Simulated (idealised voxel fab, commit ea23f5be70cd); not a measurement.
This section sets out a process module, namely voxel gate over fins.
Cross-sectional view cut (width: 235 nm; square cell size: 5 nm).
Notation: cross-section as square-cell grid; stated in bands, top first, going down; one or more cell rows per band.
Within each band entry, the heights of the top and of the bottom of the band appear first, in that order and in nm; the materials of the band then follow from left to right, each with its corresponding width in nm. The designation "full width" on a single material indicates that it fills the band from edge to edge; the designation "blank" indicates empty space.
Ref level 0: as-received wafer is one material below here. Bottom band extends down with no lower bound ("0 nm and below").
So if you see something like "30 to 40" for the width, read it as the top row of the band sitting at the first number and the bottom row at the second, with every row in between moving by the same amount as the last.
A step reported as "no modifications" is a step in which no cell of the cross-section changed.
Enclosed voids (no open way to top), threshold 8 cells or more, entry "Closed void inventory", notation width x height at distance, distance from left edge, nm.
Text after the settings on a step's line: the simulator's own remark on that step.
"overlay nm" denotes, for a step that has a mask, the displacement of the mask to the right of its planned place, with negative values corresponding to the left.
Planned process steps:
step 1: RECEIVE, material Si
step 2: CONFORMAL_DEP, material SiN, thk nm 5
step 3: PATTERN, tone cover, mask id FINS, material resist, width nm 15, pitch nm 35, thk nm 15, overlay nm 0
step 4: DIRECTIONAL_ETCH, etch materials SiN, depth nm 5
step 5: DIRECTIONAL_ETCH, etch materials Si, depth nm 35
step 6: STRIP, etch materials resist
step 7: FILL_DEP, material SiO2, thk nm 5
step 8: CMP, height nm 5
step 9: SELECTIVE_ETCH, etch materials SiO2, depth nm 15
step 10: STRIP, etch materials SiN
step 11: CONFORMAL_DEP, material HfO2, thk nm 5
step 12: CONFORMAL_DEP, material TiN, thk nm 5
step 13: FILL_DEP, material W, thk nm 10
step 14: CMP, height nm 15
step 15: CONFORMAL_DEP, material SiN, thk nm 5
Wafer cross-section on receipt, i.e. after step 1:
    0 nm and below | Si full width
    Closed void inventory: none
Run as planned - first of the two wafers cross-sectioned at the end of the module:
    20 nm to 15 nm | SiN full width
    15 nm to 10 nm | W full width
    10 nm to 5 nm | W: 65  TiN: 105  W: 65
    5 nm to 0 nm | W: 65  TiN: 5  HfO2: 25  TiN: 10  HfO2: 25  TiN: 10  HfO2: 25  TiN: 5  W: 65
    0 nm to -5 nm | TiN: 70  HfO2: 5  Si: 15  HfO2: 5  TiN: 10  HfO2: 5  Si: 15  HfO2: 5  TiN: 10  HfO2: 5  Si: 15  HfO2: 5  TiN: 70
    -5 nm to -10 nm | HfO2: 75  Si: 15  HfO2: 20  Si: 15  HfO2: 20  Si: 15  HfO2: 75
    -10 nm to -35 nm | SiO2: 75  Si: 15  SiO2: 20  Si: 15  SiO2: 20  Si: 15  SiO2: 75
    -35 nm and below | Si full width
    Closed void inventory: none
Cross-sectional image of the second wafer of the two following completion of the module. Starting state and process plan were the same as for the first wafer; one execution error occurred:
    20 nm to 15 nm | SiN full width
    15 nm to 10 nm | W full width
    10 nm to 5 nm | W: 65  HfO2: 105  W: 65
    5 nm to 0 nm | W: 65  HfO2: 5  TiN: 25  HfO2: 10  TiN: 25  HfO2: 10  TiN: 25  HfO2: 5  W: 65
    0 nm to -5 nm | HfO2: 70  TiN: 5  Si: 15  TiN: 5  HfO2: 10  TiN: 5  Si: 15  TiN: 5  HfO2: 10  TiN: 5  Si: 15  TiN: 5  HfO2: 70
    -5 nm to -10 nm | TiN: 75  Si: 15  TiN: 20  Si: 15  TiN: 20  Si: 15  TiN: 75
    -10 nm to -35 nm | SiO2: 75  Si: 15  SiO2: 20  Si: 15  SiO2: 20  Si: 15  SiO2: 75
    -35 nm and below | Si full width
    Closed void inventory: none
The mistake made against the process plan was this: deviation from plan: step 12 and step 11 executed in one another's positions
At the end, each material covers as many cells on the second wafer as it does on the first, though the cells it covers are elsewhere.
